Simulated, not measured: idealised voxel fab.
process module | voxel wiring stack
cross-section cut | 170 nm wide | cells 5 nm
A cross-section is a grid of square cells, given in bands from the top down. A band is one or more rows of cells.
Each band's line starts with the height of the band's top and of its bottom, in nm. Then come its materials from left to right, each with its width in nm. One material with "throughout" fills the band from edge to edge. "air" is empty space.
Height 0 is the level under which the wafer as received is all one material. The lowest band goes on downwards, as in "0 down".
A width such as "30 to 40" changes by the same amount from each row of cells to the next, from the band's top row to its bottom row.
"no change" after a step means that no cell of the cross-section changed.
closed voids: empty space of 8 cells or more with no open way to the top, each as width x height at its distance from the left edge, in nm
after a step's settings: what the simulator itself notes on the step
overlay nm, on a step with a mask: how far to the right of its planned place the mask lay; to the left if negative
plan
1 op RECEIVE | material Si
2 op CONFORMAL_DEP | material SiO2 | thk nm 15
3 op DIRECTIONAL_DEP | material TiN | thk nm 5
4 op DIRECTIONAL_DEP | material Ru | thk nm 15
5 op PATTERN | tone cover | mask id METAL_1 | material resist | width nm 25 | pitch nm 40 | thk nm 15 | overlay nm 0
6 op DIRECTIONAL_ETCH | etch materials Ru | depth nm 15
7 op DIRECTIONAL_ETCH | etch materials TiN | depth nm 5
8 op STRIP | etch materials resist
9 op CONFORMAL_DEP | material SiCN | thk nm 5
10 op FILL_DEP | material lowk | thk nm 10
11 op CMP | height nm 35
12 op CONFORMAL_DEP | material SiCN | thk nm 5
13 op DIRECTIONAL_DEP | material lowk | thk nm 10
14 op PATTERN | tone open | mask id PLUG_1 | material resist | width nm 15 | thk nm 20 | overlay nm 0
15 op DIRECTIONAL_ETCH | etch materials lowk | depth nm 10
16 op DIRECTIONAL_ETCH | etch materials SiCN | depth nm 5
17 op STRIP | etch materials resist
18 op CONFORMAL_DEP | material TiN | thk nm 5
19 op FILL_DEP | material W | thk nm 10
20 op CMP | height nm 50
21 op DIRECTIONAL_DEP | material TiN | thk nm 5
22 op DIRECTIONAL_DEP | material Ru | thk nm 25
23 op DIRECTIONAL_DEP | material aC | thk nm 15
24 op PATTERN | tone cover | mask id METAL_2 | material resist | width nm 25 | pitch nm 40 | thk nm 30 | overlay nm 0
25 op DIRECTIONAL_ETCH | etch materials aC | depth nm 15
26 op STRIP | etch materials resist
27 op DIRECTIONAL_ETCH | etch materials Ru | depth nm 25
28 op DIRECTIONAL_ETCH | etch materials TiN | depth nm 5
29 op STRIP | etch materials aC
30 op FILL_DEP | material lowk | thk nm 5
31 op CMP | height nm 80
32 op CONFORMAL_DEP | material SiCN | thk nm 5
33 op DIRECTIONAL_DEP | material SiO2 | thk nm 25
34 op PATTERN | tone open | mask id METAL_3_HOLES | material resist | width nm 15 | thk nm 15 | overlay nm 0
35 op DIRECTIONAL_ETCH | etch materials SiO2 | depth nm 25
36 op STRIP | etch materials resist
37 op PATTERN | tone open | mask id METAL_3 | material resist | width nm 25 | pitch nm 40 | thk nm 15 | overlay nm 0
38 op DIRECTIONAL_ETCH | etch materials SiO2 | depth nm 15
39 op DIRECTIONAL_ETCH | etch materials SiCN | depth nm 5
40 op STRIP | etch materials resist
41 op CONFORMAL_DEP | material TiN | thk nm 5
42 op FILL_DEP | material Cu | thk nm 10
43 op CMP | height nm 110
44 op CONFORMAL_DEP | material SiN | thk nm 5
first wafer, as planned
as received, after step 1
  0 down: Si throughout
  closed voids: none
after step 2
  15 to 0: SiO2 throughout
  below 0: unchanged
after step 3
  20 to 15: TiN throughout
  below 15: unchanged
after step 4
  35 to 20: Ru throughout
  below 20: unchanged
after step 5
  50 to 35: air 50 | resist 25 | air 15 | resist 25 | air 55
  below 35: unchanged
after step 6
  50 to 35: air 50 | resist 25 | air 15 | resist 25 | air 55
  35 to 20: air 50 | Ru 25 | air 15 | Ru 25 | air 55
  below 20: unchanged
after step 7
  50 to 35: air 50 | resist 25 | air 15 | resist 25 | air 55
  35 to 20: air 50 | Ru 25 | air 15 | Ru 25 | air 55
  20 to 15: air 50 | TiN 25 | air 15 | TiN 25 | air 55
  below 15: unchanged
after step 8
  35 to 20: air 50 | Ru 25 | air 15 | Ru 25 | air 55
  below 20: unchanged
after step 9
  40 to 35: air 45 | SiCN 35 | air 5 | SiCN 35 | air 50
  35 to 20: air 45 | SiCN 5 | Ru 25 | SiCN 5 | air 5 | SiCN 5 | Ru 25 | SiCN 5 | air 50
  20 to 15: SiCN 50 | TiN 25 | SiCN 15 | TiN 25 | SiCN 55
  below 15: unchanged
after step 10
  50 to 40: lowk throughout
  40 to 35: lowk 45 | SiCN 35 | lowk 5 | SiCN 35 | lowk 50
  35 to 20: lowk 45 | SiCN 5 | Ru 25 | SiCN 5 | lowk 5 | SiCN 5 | Ru 25 | SiCN 5 | lowk 50
  below 20: unchanged
after step 11
  35 to 20: lowk 45 | SiCN 5 | Ru 25 | SiCN 5 | lowk 5 | SiCN 5 | Ru 25 | SiCN 5 | lowk 50
  below 20: unchanged
after step 12
  40 to 35: SiCN throughout
  below 35: unchanged
after step 13
  50 to 40: lowk throughout
  below 40: unchanged
after step 14
  70 to 50: resist 50 | air 15 | resist 105
  below 50: unchanged
after step 15
  70 to 50: resist 50 | air 15 | resist 105
  50 to 40: lowk 50 | air 15 | lowk 105
  below 40: unchanged
after step 16
  70 to 50: resist 50 | air 15 | resist 105
  50 to 40: lowk 50 | air 15 | lowk 105
  40 to 35: SiCN 50 | air 15 | SiCN 105
  below 35: unchanged
after step 17
  50 to 40: lowk 50 | air 15 | lowk 105
  below 40: unchanged
after step 18
  55 to 50: TiN 55 | air 5 | TiN 110
  50 to 40: lowk 50 | TiN 5 | air 5 | TiN 5 | lowk 105
  40 to 35: SiCN 50 | TiN 15 | SiCN 105
  below 35: unchanged
after step 19
  65 to 55: W throughout
  55 to 50: TiN 55 | W 5 | TiN 110
  50 to 40: lowk 50 | TiN 5 | W 5 | TiN 5 | lowk 105
  below 40: unchanged
after step 20
  50 to 40: lowk 50 | TiN 5 | W 5 | TiN 5 | lowk 105
  below 40: unchanged
after step 21
  55 to 50: TiN throughout
  below 50: unchanged
after step 22
  80 to 55: Ru throughout
  below 55: unchanged
after step 23
  95 to 80: aC throughout
  below 80: unchanged
after step 24
  125 to 95: air 50 | resist 25 | air 15 | resist 25 | air 55
  below 95: unchanged
after step 25
  110 to 95: air 50 | resist 25 | air 15 | resist 25 | air 55
  95 to 80: air 50 | aC 25 | air 15 | aC 25 | air 55
  below 80: unchanged
after step 26
  95 to 80: air 50 | aC 25 | air 15 | aC 25 | air 55
  below 80: unchanged
after step 27
  95 to 80: air 50 | aC 25 | air 15 | aC 25 | air 55
  80 to 55: air 50 | Ru 25 | air 15 | Ru 25 | air 55
  below 55: unchanged
after step 28
  95 to 80: air 50 | aC 25 | air 15 | aC 25 | air 55
  80 to 55: air 50 | Ru 25 | air 15 | Ru 25 | air 55
  55 to 50: air 50 | TiN 25 | air 15 | TiN 25 | air 55
  below 50: unchanged
after step 29
  80 to 55: air 50 | Ru 25 | air 15 | Ru 25 | air 55
  below 55: unchanged
after step 30
  85 to 80: lowk throughout
  80 to 55: lowk 50 | Ru 25 | lowk 15 | Ru 25 | lowk 55
  55 to 50: lowk 50 | TiN 25 | lowk 15 | TiN 25 | lowk 55
  below 50: unchanged
after step 31
  80 to 55: lowk 50 | Ru 25 | lowk 15 | Ru 25 | lowk 55
  below 55: unchanged
after step 32
  85 to 80: SiCN throughout
  below 80: unchanged
after step 33
  110 to 85: SiO2 throughout
  below 85: unchanged
after step 34
  125 to 110: resist 50 | air 15 | resist 105
  below 110: unchanged
after step 35
  125 to 110: resist 50 | air 15 | resist 105
  110 to 85: SiO2 50 | air 15 | SiO2 105
  below 85: unchanged
after step 36
  110 to 85: SiO2 50 | air 15 | SiO2 105
  below 85: unchanged
after step 37
  125 to 110: resist 50 | air 25 | resist 15 | air 25 | resist 55
  below 110: unchanged
after step 38
  125 to 110: resist 50 | air 25 | resist 15 | air 25 | resist 55
  110 to 95: SiO2 50 | air 25 | SiO2 15 | air 25 | SiO2 55
  below 95: unchanged
after step 39
  125 to 110: resist 50 | air 25 | resist 15 | air 25 | resist 55
  110 to 95: SiO2 50 | air 25 | SiO2 15 | air 25 | SiO2 55
  95 to 85: SiO2 50 | air 15 | SiO2 105
  85 to 80: SiCN 50 | air 15 | SiCN 105
  below 80: unchanged
after step 40
  110 to 95: SiO2 50 | air 25 | SiO2 15 | air 25 | SiO2 55
  below 95: unchanged
after step 41
  115 to 110: TiN 55 | air 15 | TiN 25 | air 15 | TiN 60
  110 to 100: SiO2 50 | TiN 5 | air 15 | TiN 5 | SiO2 15 | TiN 5 | air 15 | TiN 5 | SiO2 55
  100 to 95: SiO2 50 | TiN 5 | air 5 | TiN 15 | SiO2 15 | TiN 25 | SiO2 55
  95 to 85: SiO2 50 | TiN 5 | air 5 | TiN 5 | SiO2 105
  85 to 80: SiCN 50 | TiN 15 | SiCN 105
  below 80: unchanged
after step 42
  125 to 115: Cu throughout
  115 to 110: TiN 55 | Cu 15 | TiN 25 | Cu 15 | TiN 60
  110 to 100: SiO2 50 | TiN 5 | Cu 15 | TiN 5 | SiO2 15 | TiN 5 | Cu 15 | TiN 5 | SiO2 55
  100 to 95: SiO2 50 | TiN 5 | Cu 5 | TiN 15 | SiO2 15 | TiN 25 | SiO2 55
  95 to 85: SiO2 50 | TiN 5 | Cu 5 | TiN 5 | SiO2 105
  below 85: unchanged
after step 43
  110 to 100: SiO2 50 | TiN 5 | Cu 15 | TiN 5 | SiO2 15 | TiN 5 | Cu 15 | TiN 5 | SiO2 55
  below 100: unchanged
after step 44
  115 to 110: SiN throughout
  below 110: unchanged
second wafer: like start, like plan, one mistake. Through step 19 it matches the first wafer
when step 20 should have ended: no change
when step 21 should have ended
  70 to 65: TiN throughout
  below 65: unchanged
when step 22 should have ended
  95 to 70: Ru throughout
  below 70: unchanged
when step 23 should have ended
  110 to 95: aC throughout
  below 95: unchanged
when step 24 should have ended
  140 to 110: air 50 | resist 25 | air 15 | resist 25 | air 55
  below 110: unchanged
when step 25 should have ended
  125 to 110: air 50 | resist 25 | air 15 | resist 25 | air 55
  110 to 95: air 50 | aC 25 | air 15 | aC 25 | air 55
  below 95: unchanged
when step 26 should have ended
  110 to 95: air 50 | aC 25 | air 15 | aC 25 | air 55
  below 95: unchanged
when step 27 should have ended
  110 to 95: air 50 | aC 25 | air 15 | aC 25 | air 55
  95 to 70: air 50 | Ru 25 | air 15 | Ru 25 | air 55
  below 70: unchanged
when step 28 should have ended
  110 to 95: air 50 | aC 25 | air 15 | aC 25 | air 55
  95 to 70: air 50 | Ru 25 | air 15 | Ru 25 | air 55
  70 to 65: air 50 | TiN 25 | air 15 | TiN 25 | air 55
  below 65: unchanged
when step 29 should have ended
  95 to 70: air 50 | Ru 25 | air 15 | Ru 25 | air 55
  below 70: unchanged
when step 30 should have ended
  100 to 95: lowk throughout
  95 to 70: lowk 50 | Ru 25 | lowk 15 | Ru 25 | lowk 55
  70 to 65: lowk 50 | TiN 25 | lowk 15 | TiN 25 | lowk 55
  below 65: unchanged
when step 31 should have ended
  80 to 70: lowk 50 | Ru 25 | lowk 15 | Ru 25 | lowk 55
  below 70: unchanged
when step 32 should have ended
  85 to 80: SiCN throughout
  below 80: unchanged
when step 33 should have ended
  110 to 85: SiO2 throughout
  below 85: unchanged
when step 34 should have ended
  125 to 110: resist 50 | air 15 | resist 105
  below 110: unchanged
when step 35 should have ended
  125 to 110: resist 50 | air 15 | resist 105
  110 to 85: SiO2 50 | air 15 | SiO2 105
  below 85: unchanged
when step 36 should have ended
  110 to 85: SiO2 50 | air 15 | SiO2 105
  below 85: unchanged
when step 37 should have ended
  125 to 110: resist 50 | air 25 | resist 15 | air 25 | resist 55
  below 110: unchanged
when step 38 should have ended
  125 to 110: resist 50 | air 25 | resist 15 | air 25 | resist 55
  110 to 95: SiO2 50 | air 25 | SiO2 15 | air 25 | SiO2 55
  below 95: unchanged
when step 39 should have ended
  125 to 110: resist 50 | air 25 | resist 15 | air 25 | resist 55
  110 to 95: SiO2 50 | air 25 | SiO2 15 | air 25 | SiO2 55
  95 to 85: SiO2 50 | air 15 | SiO2 105
  85 to 80: SiCN 50 | air 15 | SiCN 105
  below 80: unchanged
when step 40 should have ended
  110 to 95: SiO2 50 | air 25 | SiO2 15 | air 25 | SiO2 55
  below 95: unchanged
when step 41 should have ended
  115 to 110: TiN 55 | air 15 | TiN 25 | air 15 | TiN 60
  110 to 100: SiO2 50 | TiN 5 | air 15 | TiN 5 | SiO2 15 | TiN 5 | air 15 | TiN 5 | SiO2 55
  100 to 95: SiO2 50 | TiN 5 | air 5 | TiN 15 | SiO2 15 | TiN 25 | SiO2 55
  95 to 85: SiO2 50 | TiN 5 | air 5 | TiN 5 | SiO2 105
  85 to 80: SiCN 50 | TiN 15 | SiCN 105
  below 80: unchanged
when step 42 should have ended
  125 to 115: Cu throughout
  115 to 110: TiN 55 | Cu 15 | TiN 25 | Cu 15 | TiN 60
  110 to 100: SiO2 50 | TiN 5 | Cu 15 | TiN 5 | SiO2 15 | TiN 5 | Cu 15 | TiN 5 | SiO2 55
  100 to 95: SiO2 50 | TiN 5 | Cu 5 | TiN 15 | SiO2 15 | TiN 25 | SiO2 55
  95 to 85: SiO2 50 | TiN 5 | Cu 5 | TiN 5 | SiO2 105
  below 85: unchanged
when step 43 should have ended
  110 to 100: SiO2 50 | TiN 5 | Cu 15 | TiN 5 | SiO2 15 | TiN 5 | Cu 15 | TiN 5 | SiO2 55
  below 100: unchanged
when step 44 should have ended
  115 to 110: SiN throughout
  below 110: unchanged
what went wrong: step 20 was left out
at the end the second wafer has, in cells: 30 fewer of Ru | 33 more of TiN | 69 more of W | 72 fewer of lowk
